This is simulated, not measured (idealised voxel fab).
The process module that follows is named voxel transistor to metal.
The cross-section shown here is cut; it is 195 nm wide and divided into square cells measuring 5 nm on a side.
Bands, listed from the top down, are how a cross-section gets written in this document; the cross-section itself is a grid of square cells, and a band is one or more rows of them. Basically the band line says how high the top is and how high the bottom is, in nm, and then what's in it from left to right, every material with its width in nm. Empty space shows up as "air", and if a single material carries "throughout" it runs the full band edge to edge. The level at which height equals 0 is the one under which the wafer, as it arrives, is entirely one material. No lower edge exists for the bottom band, which continues downward and is notated as in "from 0 down". When a width is written as two numbers, as in "30..40", the first number is the width in the top row of cells of the band and the second is the width in its bottom row, and the width changes by the same amount from each row to the next. "nothing different" means the step left every cell of the cross-section as it was. "Sealed internal cavities": empty spaces of 8 cells or more with no open way to the top, each given as width x height at distance, distance from the left edge, all in nm. Note: text after step settings on the step line = simulator remark on that step. overlay nm: mask offset rightward from planned place, masked step; negative means leftward offset.
-- Planned process steps
step 1: RECEIVE [material Si]
step 2: CONFORMAL_DEP [material SiO2] [thk nm 5]
step 3: CONFORMAL_DEP [material SiN] [thk nm 10]
step 4: PATTERN [tone cover] [mask id ACTIVE] [material resist] [width nm 110] [thk nm 20] [overlay nm 0]
step 5: DIRECTIONAL_ETCH [etch materials SiN] [depth nm 10]
step 6: DIRECTIONAL_ETCH [etch materials SiO2] [depth nm 5]
step 7: DIRECTIONAL_ETCH [etch materials Si] [depth nm 20]
step 8: STRIP [etch materials resist]
step 9: FILL_DEP [material SiO2] [thk nm 5]
step 10: CMP [height nm 15]
step 11: SELECTIVE_ETCH [etch materials SiO2] [depth nm 5]
step 12: STRIP [etch materials SiN]
step 13: SELECTIVE_ETCH [etch materials SiO2] [depth nm 5]
step 14: OXIDIZE [depth nm 5]
step 15: DIRECTIONAL_DEP [material polySi] [thk nm 20]
step 16: DIRECTIONAL_DEP [material SiCN] [thk nm 15]
step 17: MASKED_ETCH [tone cover] [mask id GATE] [width nm 30] [etch materials SiCN] [depth nm 25] [overlay nm -5]
step 18: MASKED_ETCH [tone cover] [mask id GATE] [width nm 30] [etch materials polySi] [depth nm 30] [overlay nm 0]
step 19: CONFORMAL_DEP [material SiN] [thk nm 5]
step 20: DIRECTIONAL_ETCH [etch materials SiN] [depth nm 5]
step 21: DIRECTIONAL_ETCH [etch materials SiO2] [depth nm 5]
step 22: EPI [material nSi] [thk nm 5]
step 23: FILL_DEP [material SiO2] [thk nm 10]
step 24: CMP [height nm 20]
step 25: STRIP [etch materials polySi]
step 26: SELECTIVE_ETCH [etch materials SiO2] [depth nm 5]
step 27: CONFORMAL_DEP [material HfO2] [thk nm 5]
step 28: CONFORMAL_DEP [material TiN] [thk nm 5]
step 29: FILL_DEP [material W] [thk nm 5]
step 30: CMP [height nm 15]
step 31: DIRECTIONAL_DEP [material SiO2] [thk nm 15]
step 32: DIRECTIONAL_DEP [material aC] [thk nm 15]
step 33: PATTERN [tone open] [mask id CONTACT] [material resist] [width nm 15] [pitch nm 75] [thk nm 35] [overlay nm 0]
step 34: DIRECTIONAL_ETCH [etch materials aC] [depth nm 15]
step 35: STRIP [etch materials resist]
step 36: DIRECTIONAL_ETCH [etch materials SiO2] [depth nm 30]
step 37: STRIP [etch materials aC]
step 38: CONFORMAL_DEP [material TiN] [thk nm 5]
step 39: FILL_DEP [material Ru] [thk nm 10]
step 40: CMP [height nm 30]
step 41: DIRECTIONAL_DEP [material TiN] [thk nm 5]
step 42: DIRECTIONAL_DEP [material Ru] [thk nm 20]
step 43: MASKED_ETCH [tone cover] [mask id METAL_1] [width nm 15] [pitch nm 75] [etch materials Ru] [depth nm 20] [overlay nm 0]
step 44: MASKED_ETCH [tone cover] [mask id METAL_1] [width nm 15] [pitch nm 75] [etch materials TiN] [depth nm 5] [overlay nm 0]
step 45: FILL_DEP [material lowk] [thk nm 5]
step 46: CMP [height nm 55]
step 47: CONFORMAL_DEP [material SiCN] [thk nm 5]
step 48: DIRECTIONAL_DEP [material lowk] [thk nm 35]
step 49: DIRECTIONAL_DEP [material aC] [thk nm 15]
step 50: PATTERN [tone open] [mask id METAL_2] [material resist] [width nm 15] [pitch nm 75] [thk nm 35] [overlay nm 0]
step 51: DIRECTIONAL_ETCH [etch materials aC] [depth nm 15]
step 52: STRIP [etch materials resist]
step 53: DIRECTIONAL_ETCH [etch materials lowk] [depth nm 20]
step 54: STRIP [etch materials aC]
step 55: DIRECTIONAL_DEP [material aC] [thk nm 15]
step 56: PATTERN [tone open] [mask id METAL_2_HOLES] [material resist] [width nm 15] [pitch nm 75] [thk nm 35] [overlay nm 0]
step 57: DIRECTIONAL_ETCH [etch materials aC] [depth nm 15]
step 58: STRIP [etch materials resist]
step 59: DIRECTIONAL_ETCH [etch materials lowk] [depth nm 15]
step 60: DIRECTIONAL_ETCH [etch materials SiCN] [depth nm 5]
step 61: STRIP [etch materials aC]
step 62: CONFORMAL_DEP [material TiN] [thk nm 5]
step 63: FILL_DEP [material Ru] [thk nm 5]
step 64: CMP [height nm 95]
step 65: CONFORMAL_DEP [material SiN] [thk nm 5]
Split variable: overlay nm, step 17. Plan value = first wafer. Wafers start alike.
-- Cross-section of the first incoming wafer of several, state after step 1
    from 0 down | Si throughout
    Sealed internal cavities: none
-- Once step 65, the last step, is complete, the module is at its end; this is the cross-section of the first of several wafers
    from 100 to 95 | SiN throughout
    from 95 to 60 | lowk: 50; TiN: 5; Ru: 5; TiN: 5; lowk: 60; TiN: 5; Ru: 5; TiN: 5; lowk: 55
    from 60 to 55 | SiCN: 50; TiN: 15; SiCN: 60; TiN: 15; SiCN: 55
    from 55 to 35 | lowk: 50; Ru: 15; lowk: 60; Ru: 15; lowk: 55
    from 35 to 30 | lowk: 50; TiN: 15; lowk: 60; TiN: 15; lowk: 55
    from 30 to 15 | SiO2: 50; TiN: 5; Ru: 5; TiN: 5; SiO2: 60; TiN: 5; Ru: 5; TiN: 5; SiO2: 55
    from 15 to 5 | SiO2: 50; TiN: 5; Ru: 5; TiN: 5; SiO2: 5; SiN: 5; HfO2: 5; TiN: 5; W: 15; TiN: 5; HfO2: 5; SiN: 5; SiO2: 10; TiN: 5; Ru: 5; TiN: 5; SiO2: 55
    from 5 to 0 | SiO2: 35; SiN: 5; SiO2: 10; TiN: 15; SiO2: 5; SiN: 5; HfO2: 5; TiN: 25; HfO2: 5; SiN: 5; SiO2: 10; TiN: 15; SiO2: 10; SiN: 5; SiO2: 40
    from 0 to -5 | SiO2: 40; nSi: 30; HfO2: 45; nSi: 35; SiO2: 45
    from -5 to -20 | SiO2: 40; Si: 110; SiO2: 45
    from -20 down | Si throughout
    Sealed internal cavities: none
-- Cross-section of the last wafer at end of module
    from 100 to 95 | SiN throughout
    from 95 to 60 | lowk: 50; TiN: 5; Ru: 5; TiN: 5; lowk: 60; TiN: 5; Ru: 5; TiN: 5; lowk: 55
    from 60 to 55 | SiCN: 50; TiN: 15; SiCN: 60; TiN: 15; SiCN: 55
    from 55 to 35 | lowk: 50; Ru: 15; lowk: 60; Ru: 15; lowk: 55
    from 35 to 30 | lowk: 50; TiN: 15; lowk: 60; TiN: 15; lowk: 55
    from 30 to 15 | SiO2: 50; TiN: 5; Ru: 5; TiN: 5; SiO2: 60; TiN: 5; Ru: 5; TiN: 5; SiO2: 55
    from 15 to 5 | SiO2: 50; TiN: 5; Ru: 5; TiN: 5; SiO2: 10; SiN: 5; HfO2: 5; TiN: 5; W: 15; TiN: 5; HfO2: 5; SiN: 5; SiO2: 5; TiN: 5; Ru: 5; TiN: 5; SiO2: 55
    from 5 to 0 | SiO2: 35; SiN: 5; SiO2: 10; TiN: 15; SiO2: 10; SiN: 5; HfO2: 5; TiN: 25; HfO2: 5; SiN: 5; SiO2: 5; TiN: 15; SiO2: 10; SiN: 5; SiO2: 40
    from 0 to -5 | SiO2: 40; nSi: 35; HfO2: 45; nSi: 30; SiO2: 45
    from -5 to -20 | SiO2: 40; Si: 110; SiO2: 45
    from -20 down | Si throughout
    Sealed internal cavities: none
-- Tabulated below, wafer by wafer, are the end-of-module results: for each material, the number of cells gained (+) or lost (-) relative to the as-received state, followed by the closed voids
overlay nm -5; +15 HfO2; +48 Ru; -90 Si; +33 SiCN; +47 SiN; +237 SiO2; +75 TiN; +6 W; +396 lowk; +13 nSi; Sealed internal cavities: none
overlay nm 0; +14 HfO2; +48 Ru; -90 Si; +33 SiCN; +47 SiN; +240 SiO2; +74 TiN; +4 W; +396 lowk; +14 nSi; Sealed internal cavities: none
overlay nm 5; +15 HfO2; +48 Ru; -90 Si; +33 SiCN; +47 SiN; +237 SiO2; +75 TiN; +6 W; +396 lowk; +13 nSi; Sealed internal cavities: none
